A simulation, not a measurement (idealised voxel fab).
Process module in this document: voxel wiring stack
cross-section cut | 150 nm wide | cells 5 nm
We lay out every cross-section as a grid of square cells and spell it out in bands from the top down, where one band means one or more rows of cells.
The band entry comprises the height of the band's top followed by the height of its bottom, expressed in nm, and subsequently the band's materials from left to right, each stated together with its width in nm. Where a single material is marked with the word "full width", that material fills the band from edge to edge. The word "empty" represents empty space.
Heights from 0 (as-received wafer is one material below). Bottom band endless downward, as "0 down".
Graded width ("30 to 40"): value in top row of band = first number; value in bottom row = second number; row-to-row change constant.
Take "nothing different" at face value: in the step it is given for, the cross-section changed in none of its cells.
For the entry "Sealed void inventory", the listed items are empty spaces with no open way to the top whose size is 8 cells or more; each item follows the pattern width x height at distance, where distance is from the left edge and all three are in nm.
after a step's settings: what the simulator itself notes on the step
Among the settings permitted on a step's line is "overlay nm"; applied to a step with a mask, it specifies the extent to which the mask lay to the right of its planned position, whereas a negative figure signifies a position to the left.
Steps in the process plan
1) RECEIVE | material Si
2) CONFORMAL_DEP | material SiO2 | thk nm 10
3) DIRECTIONAL_DEP | material TiN | thk nm 5
4) DIRECTIONAL_DEP | material W | thk nm 20
5) DIRECTIONAL_DEP | material aC | thk nm 15
6) PATTERN | tone cover | mask id METAL_1 | material resist | width nm 30 | pitch nm 50 | thk nm 30 | overlay nm 0
7) DIRECTIONAL_ETCH | etch materials aC | depth nm 15
8) STRIP | etch materials resist
9) DIRECTIONAL_ETCH | etch materials W | depth nm 20
10) DIRECTIONAL_ETCH | etch materials TiN | depth nm 5
11) STRIP | etch materials aC
12) CONFORMAL_DEP | material SiCN | thk nm 5
13) FILL_DEP | material SiO2 | thk nm 5
14) CMP | height nm 35
15) CONFORMAL_DEP | material SiCN | thk nm 5
16) DIRECTIONAL_DEP | material lowk | thk nm 20
17) MASKED_ETCH | tone open | mask id PLUG_1 | width nm 15 | etch materials lowk | depth nm 20 | overlay nm 0
18) MASKED_ETCH | tone open | mask id PLUG_1 | width nm 15 | etch materials SiCN | depth nm 5 | overlay nm 0
19) CONFORMAL_DEP | material TiN | thk nm 5
20) FILL_DEP | material Cu | thk nm 5
21) CMP | height nm 60
22) CONFORMAL_DEP | material SiCN | thk nm 5
23) DIRECTIONAL_DEP | material lowk | thk nm 20
24) MASKED_ETCH | tone open | mask id METAL_2 | width nm 30 | pitch nm 50 | etch materials lowk | depth nm 20 | overlay nm 0
25) MASKED_ETCH | tone open | mask id METAL_2 | width nm 20 | pitch nm 50 | etch materials SiCN | depth nm 5 | overlay nm 0
26) CONFORMAL_DEP | material TiN | thk nm 5
27) FILL_DEP | material Ru | thk nm 5
28) CMP | height nm 85
29) CONFORMAL_DEP | material SiCN | thk nm 5
30) DIRECTIONAL_DEP | material SiO2 | thk nm 10
31) PATTERN | tone open | mask id PLUG_2 | material resist | width nm 15 | pitch nm 50 | thk nm 20 | overlay nm 0
32) DIRECTIONAL_ETCH | etch materials SiO2 | depth nm 10
33) DIRECTIONAL_ETCH | etch materials SiCN | depth nm 5
34) STRIP | etch materials resist
35) CONFORMAL_DEP | material TiN | thk nm 5
36) FILL_DEP | material Ru | thk nm 10
37) CMP | height nm 100
38) CONFORMAL_DEP | material SiN | thk nm 5
39) DIRECTIONAL_DEP | material SiO2 | thk nm 25
40) PATTERN | tone open | mask id METAL_3 | material resist | width nm 30 | pitch nm 50 | thk nm 20 | overlay nm 0
41) DIRECTIONAL_ETCH | etch materials SiO2 | depth nm 25
42) DIRECTIONAL_ETCH | etch materials SiN | depth nm 5
43) STRIP | etch materials resist
44) CONFORMAL_DEP | material TiN | thk nm 5
45) FILL_DEP | material Cu | thk nm 5
46) CMP | height nm 130
47) CONFORMAL_DEP | material SiCN | thk nm 5
The value of width nm given for step 25 in the plan refers to the first wafer; the wafers vary in this setting and are alike at the start.
First wafer of several, as received: cross-section after step 1
* 0 down | Si full width
* Sealed void inventory: none
Note: the following table is arranged by wafer, a row apiece. Each row reports the end-of-module state: per material, cells gained (+) or cells lost (-) compared with the wafer as received; closed voids follow
width nm 20 | +44 Cu | +32 Ru | +137 SiCN | +18 SiN | +254 SiO2 | +97 TiN | +48 W | +180 lowk | Sealed void inventory: none
width nm 25 | +44 Cu | +34 Ru | +135 SiCN | +18 SiN | +254 SiO2 | +97 TiN | +48 W | +180 lowk | Sealed void inventory: none
width nm 30 | +44 Cu | +36 Ru | +133 SiCN | +18 SiN | +254 SiO2 | +97 TiN | +48 W | +180 lowk | Sealed void inventory: none
width nm 35 | +44 Cu | +36 Ru | +133 SiCN | +18 SiN | +254 SiO2 | +97 TiN | +48 W | +180 lowk | Sealed void inventory: none
